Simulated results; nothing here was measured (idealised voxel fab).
process module | voxel local oxidation
cross-section cut | 210 nm wide | cells 5 nm
A cross-section is a grid of square cells, given in bands from the top down. A band is one or more rows of cells.
Each band's line starts with the height of the band's top and of its bottom, in nm. Then come its materials from left to right, each with its width in nm. One material with "throughout" fills the band from edge to edge. "air" is empty space.
Height 0 is the level under which the wafer as received is all one material. The lowest band goes on downwards, as in "0 down".
A width such as "30 to 40" changes by the same amount from each row of cells to the next, from the band's top row to its bottom row.
"no change" after a step means that no cell of the cross-section changed.
closed voids: empty space of 8 cells or more with no open way to the top, each as width x height at its distance from the left edge, in nm
after a step's settings: what the simulator itself notes on the step
overlay nm, on a step with a mask: how far to the right of its planned place the mask lay; to the left if negative
plan
1 op RECEIVE | material Si
2 op OXIDIZE | depth nm 5
3 op CONFORMAL_DEP | material SiN | thk nm 5
4 op MASKED_ETCH | tone cover | mask id ACTIVE | width nm 110 | etch materials SiN | depth nm 15 | overlay nm 0
5 op SELECTIVE_ETCH | etch materials SiO2 | depth nm 5
6 op OXIDIZE | depth nm 15
7 op STRIP | etch materials SiN
varied across the wafers: thk nm of step 3. The plan shows the first wafer's value. All wafers start alike
first wafer as received, after step 1
  0 down: Si throughout
  closed voids: none
first wafer at the end, after step 7
  0 to -5: air 55 | SiO2 100 | air 55
  -5 to -20: SiO2 70 | Si 70 | SiO2 70
  -20 down: Si throughout
  closed voids: none
last wafer at the end
  0 to -5: SiO2 throughout
  -5 down: Si throughout
  closed voids: none
each wafer at the end: cells of each material gained (+) or lost (-) since it was received, then its closed voids
thk nm 5 | -126 Si | +104 SiO2 | closed voids: none
thk nm 10 | -126 Si | +104 SiO2 | closed voids: none
thk nm 15 | -126 Si | +104 SiO2 | closed voids: none
thk nm 20 | -42 Si | +42 SiO2 | closed voids: none
thk nm 25 | -42 Si | +42 SiO2 | closed voids: none
thk nm 30 | -42 Si | +42 SiO2 | closed voids: none
